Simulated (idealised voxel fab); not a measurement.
You're looking at the process module voxel capacitor over wiring.
Pictured: cross-section cut, 255 nm wide, on a grid of 5 nm square cells.
Just so we're on the same page, the cross-sections are grids of square cells, and they're listed out in bands top to bottom, each band one or more rows deep.
Band: top and bottom heights (nm) first, top before bottom; then materials from left to right, widths in nm. "full width" marks a sole material filling the band edge to edge. "blank" denotes empty space.
It should be noted that heights are counted from 0, beneath which the wafer as supplied is of one material throughout, and that the lowest band possesses no lower boundary but continues downward, as written in "0 and below".
Top row gets the first number, bottom row gets the second, and each row in between changes by the same step: that is how a band width like "30->40" works.
When a step is marked "no modification", none of the cells in the cross-section changed during that step.
Heads up: "Sealed void inventory" only lists the empty pockets with no open path to the top that are 8 cells or more, and it writes them as width x height at distance, distance from the left edge, in nm.
Step line, after settings: the simulator's comment on this step.
The "overlay nm" setting may appear on a step's line; for a step that uses a mask, it gives how far to the right of its planned position the mask lay, and a negative value indicates the left.
**Planned step list for the process**
1,RECEIVE [material Si]
2,CONFORMAL_DEP [material SiO2] [thk nm 15]
3,CONFORMAL_DEP [material SiN] [thk nm 5]
4,DIRECTIONAL_DEP [material lowk] [thk nm 25]
5,DIRECTIONAL_DEP [material aC] [thk nm 10]
6,PATTERN [tone open] [mask id METAL_1] [material resist] [width nm 25] [pitch nm 95] [thk nm 25] [overlay nm 0]
7,DIRECTIONAL_ETCH [etch materials aC] [depth nm 10]
8,STRIP [etch materials resist]
9,DIRECTIONAL_ETCH [etch materials lowk] [depth nm 25]
10,DIRECTIONAL_ETCH [etch materials SiN] [depth nm 5]
11,STRIP [etch materials aC]
12,CONFORMAL_DEP [material TiN] [thk nm 5]
13,FILL_DEP [material Cu] [thk nm 10]
14,CMP [height nm 45]
15,CONFORMAL_DEP [material SiCN] [thk nm 5]
16,DIRECTIONAL_DEP [material SiO2] [thk nm 10]
17,PATTERN [tone open] [mask id PLUG_1] [material resist] [width nm 15] [thk nm 15] [overlay nm 0]
18,DIRECTIONAL_ETCH [etch materials SiO2] [depth nm 10]
19,DIRECTIONAL_ETCH [etch materials SiCN] [depth nm 5]
20,STRIP [etch materials resist]
21,CONFORMAL_DEP [material TiN] [thk nm 5]
22,FILL_DEP [material W] [thk nm 10]
23,CMP [height nm 60]
24,DIRECTIONAL_DEP [material TiN] [thk nm 10]
25,DIRECTIONAL_DEP [material SiN] [thk nm 5]
26,DIRECTIONAL_DEP [material TiN] [thk nm 10]
27,DIRECTIONAL_DEP [material aC] [thk nm 10]
28,PATTERN [tone cover] [mask id UPPER_PLATE] [material resist] [width nm 75] [thk nm 25] [overlay nm 0]
29,DIRECTIONAL_ETCH [etch materials aC] [depth nm 10]
30,STRIP [etch materials resist]
31,DIRECTIONAL_ETCH [etch materials TiN] [depth nm 10]
32,DIRECTIONAL_ETCH [etch materials SiN] [depth nm 5]
33,STRIP [etch materials aC]
34,DIRECTIONAL_DEP [material aC] [thk nm 15]
35,PATTERN [tone cover] [mask id LOWER_PLATE] [material resist] [width nm 85] [thk nm 30] [overlay nm 0]
36,DIRECTIONAL_ETCH [etch materials aC] [depth nm 15]
37,STRIP [etch materials resist]
38,DIRECTIONAL_ETCH [etch materials TiN] [depth nm 10]
39,STRIP [etch materials aC]
40,FILL_DEP [material SiO2] [thk nm 15]
41,CMP [height nm 95]
42,DIRECTIONAL_DEP [material aC] [thk nm 10]
43,PATTERN [tone open] [mask id PLUG_2] [material resist] [width nm 15] [thk nm 25] [overlay nm -15]
44,DIRECTIONAL_ETCH [etch materials aC] [depth nm 10]
45,STRIP [etch materials resist]
46,DIRECTIONAL_ETCH [etch materials SiO2] [depth nm 10]
47,STRIP [etch materials aC]
48,CONFORMAL_DEP [material TiN] [thk nm 5]
49,FILL_DEP [material Cu] [thk nm 5]
50,CMP [height nm 95]
51,CONFORMAL_DEP [material SiN] [thk nm 5]
For this document, wafers share an identical start and vary in the step 43 overlay nm; the plan quotes the first wafer's value.
**The first of several wafers in cross-section, exactly as it reached us after step 1**
  0 and below = Si full width
  Sealed void inventory: none
**Take any row and you have a wafer at the end of the module: how many cells of each material it has gained (+) or lost (-) since it was received, and then its closed voids**
overlay nm -15, +31 Cu, +48 SiCN, +107 SiN, +521 SiO2, +106 TiN, +2 W, +205 lowk, Sealed void inventory: none
overlay nm -10, +31 Cu, +48 SiCN, +107 SiN, +521 SiO2, +106 TiN, +2 W, +205 lowk, Sealed void inventory: none
overlay nm -5, +31 Cu, +48 SiCN, +107 SiN, +521 SiO2, +106 TiN, +2 W, +205 lowk, Sealed void inventory: none
overlay nm 0, +31 Cu, +48 SiCN, +107 SiN, +521 SiO2, +106 TiN, +2 W, +205 lowk, Sealed void inventory: none
overlay nm 5, +31 Cu, +48 SiCN, +107 SiN, +521 SiO2, +106 TiN, +2 W, +205 lowk, Sealed void inventory: none
overlay nm 10, +31 Cu, +48 SiCN, +107 SiN, +521 SiO2, +106 TiN, +2 W, +205 lowk, Sealed void inventory: none
overlay nm 15, +31 Cu, +48 SiCN, +107 SiN, +521 SiO2, +106 TiN, +2 W, +205 lowk, Sealed void inventory: none
